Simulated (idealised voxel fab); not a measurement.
This section sets out a process module, namely voxel tone inversion.
Each square cell in cross-section cut measures 5 nm, and the section as a whole is 290 nm wide.
Cross-sections here: square-cell grids, written as top-down lists of bands, a band being one or more rows of cells. Top height, bottom height, nm. Materials left to right, width each, nm. Single material + "all across" = fills band edge to edge. "empty" = empty. Note: height 0 marks the level under which the wafer is uniformly one material as received. Lowest band unbounded below, written "top 0, no bottom". With a width like "30 to 40", each row of cells in the band differs from the next by the same amount, the top row carrying the first number and the bottom row the second. For the purposes of this document, the phrase "same as before" attached to a step denotes that no cell within the cross-section was modified by that step. Empty spaces counting at least 8 cells and having no open way to the top are listed in "Closed empty spaces". The notation width x height at distance is used for each, the distance being from the left edge and all three values in nm. Whatever follows a step's settings on its line is a remark the simulator itself makes about that step. overlay nm, on a step with a mask: how far to the right of its planned place the mask lay; to the left if negative.

-- Process steps - plan
1: RECEIVE, material Si
2: CONFORMAL_DEP, material SiCN, thk nm 10
3: DIRECTIONAL_DEP, material polySi, thk nm 15
4: PATTERN, tone cover, mask id POSTS, material resist, width nm 25, pitch nm 45, thk nm 25, overlay nm 0
5: DIRECTIONAL_ETCH, etch materials polySi, depth nm 15
6: STRIP, etch materials resist
7: FILL_DEP, material lowk, thk nm 5
8: CMP, height nm 25
9: STRIP, etch materials polySi

-- The cross-section here shows the wafer as received, i.e. in its state after step 1
- top 0, no bottom  Si all across
- Closed empty spaces: none

-- Cross-section at module end, one run error; start and plan unchanged from above
- top 25, bottom 10  SiCN (65), empty (25), SiCN (20), empty (25), SiCN (20), empty (25), SiCN (20), empty (25), SiCN (65)
- top 10, bottom 0  SiCN all across
- top 0, no bottom  Si all across
- Closed empty spaces: none
Want to know what went wrong? step 7 ran as: FILL_DEP, material SiCN, thk nm 5
